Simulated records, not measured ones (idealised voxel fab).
This section sets out a process module, namely voxel self aligned contacts.
Cross-section cut: width 220 nm, square cells of 5 nm.
Notation: cross-section as square-cell grid; stated in bands, top first, going down; one or more cell rows per band.
Heads up on the band format: heights come first, top then bottom, in nm. After that it's the materials left to right, each with its width in nm. A single material flagged "everywhere" fills the whole band edge to edge, and "empty" means there's empty space there.
Where do heights start? At 0: under that level the wafer as delivered is made of one material only. And the lowest band has no floor; it just carries on downward, as in "0 down".
Graded width ("30..40"): value in top row of band = first number; value in bottom row = second number; row-to-row change constant.
The cross-section has no changed cell in any step marked "remained unchanged".
Voids not open to the top, 8 cells minimum: see "Completely sealed voids". Written width x height at distance; distance is from the left edge; nm.
On each step's line, the part that comes after the settings is the simulator's own comment on the step.
overlay nm: how far to the right of its planned place the mask lay on this masked step (negative: to the left).
Steps in the process plan:
1: RECEIVE, material Si
2: OXIDIZE, depth nm 5
3: DIRECTIONAL_DEP, material polySi, thk nm 30
4: DIRECTIONAL_DEP, material SiN, thk nm 25
5: PATTERN, tone cover, mask id GATE, material resist, width nm 30, pitch nm 70, thk nm 15, overlay nm 0
6: DIRECTIONAL_ETCH, etch materials SiN, depth nm 25
7: DIRECTIONAL_ETCH, etch materials polySi, depth nm 30
8: STRIP, etch materials resist
9: CONFORMAL_DEP, material SiN, thk nm 10
10: DIRECTIONAL_ETCH, etch materials SiN, depth nm 10
11: FILL_DEP, material SiO2, thk nm 15
12: CMP, height nm 60
13: PATTERN, tone open, mask id CONTACT, material resist, width nm 50, pitch nm 70, thk nm 15, overlay nm 0
14: DIRECTIONAL_ETCH, etch materials SiO2, depth nm 65
15: STRIP, etch materials resist
16: CONFORMAL_DEP, material TiN, thk nm 5
17: FILL_DEP, material W, thk nm 10
18: CMP, height nm 60
19: CONFORMAL_DEP, material SiN, thk nm 5
Wafer at receipt (post step 1), cross-section:
    0 down  Si everywhere
    Completely sealed voids: none
Sectioned view, first of two wafers, at the close of the module, processed as intended in the plan:
    65 to 60  SiN everywhere
    60 to 55  SiO2 50, then TiN 20, then W 10, then TiN 20, then SiO2 20, then TiN 20, then W 10, then TiN 20, then SiO2 50
    55 to 30  SiO2 15, then SiN 50, then TiN 5, then W 10, then TiN 5, then SiN 50, then TiN 5, then W 10, then TiN 5, then SiN 50, then SiO2 15
    30 to 0  SiO2 15, then SiN 10, then polySi 30, then SiN 10, then TiN 5, then W 10, then TiN 5, then SiN 10, then polySi 30, then SiN 10, then TiN 5, then W 10, then TiN 5, then SiN 10, then polySi 30, then SiN 10, then SiO2 15
    0 to -5  SiO2 65, then TiN 20, then SiO2 50, then TiN 20, then SiO2 65
    -5 down  Si everywhere
    Completely sealed voids: none
Presented here is a cross-section of the second of the two wafers as it stood at the end of the module. It was started in the same manner and assigned the same plan as the first wafer; however, one mistake was made in its execution:
    65 to 60  SiN everywhere
    60 to 50  SiO2 50, then TiN 5, then W 40, then TiN 5, then SiO2 20, then TiN 5, then W 40, then TiN 5, then SiO2 50
    50 to 45  SiO2 50, then TiN 20, then W 10, then TiN 20, then SiO2 20, then TiN 20, then W 10, then TiN 20, then SiO2 50
    45 to 20  SiO2 15, then SiN 50, then TiN 5, then W 10, then TiN 5, then SiN 50, then TiN 5, then W 10, then TiN 5, then SiN 50, then SiO2 15
    20 to 0  SiO2 15, then SiN 10, then polySi 30, then SiN 10, then TiN 5, then W 10, then TiN 5, then SiN 10, then polySi 30, then SiN 10, then TiN 5, then W 10, then TiN 5, then SiN 10, then polySi 30, then SiN 10, then SiO2 15
    0 to -5  SiO2 65, then TiN 20, then SiO2 50, then TiN 20, then SiO2 65
    -5 down  Si everywhere
    Completely sealed voids: none
Where did the run depart from the plan? off-plan run, step 3, actual operation and settings DIRECTIONAL_DEP, material polySi, thk nm 20
Per the end-of-run cell counts, the second wafer holds more or fewer of some materials than the first: SiN: 24 fewer; SiO2: 36 more; W: 24 more; polySi: 36 fewer
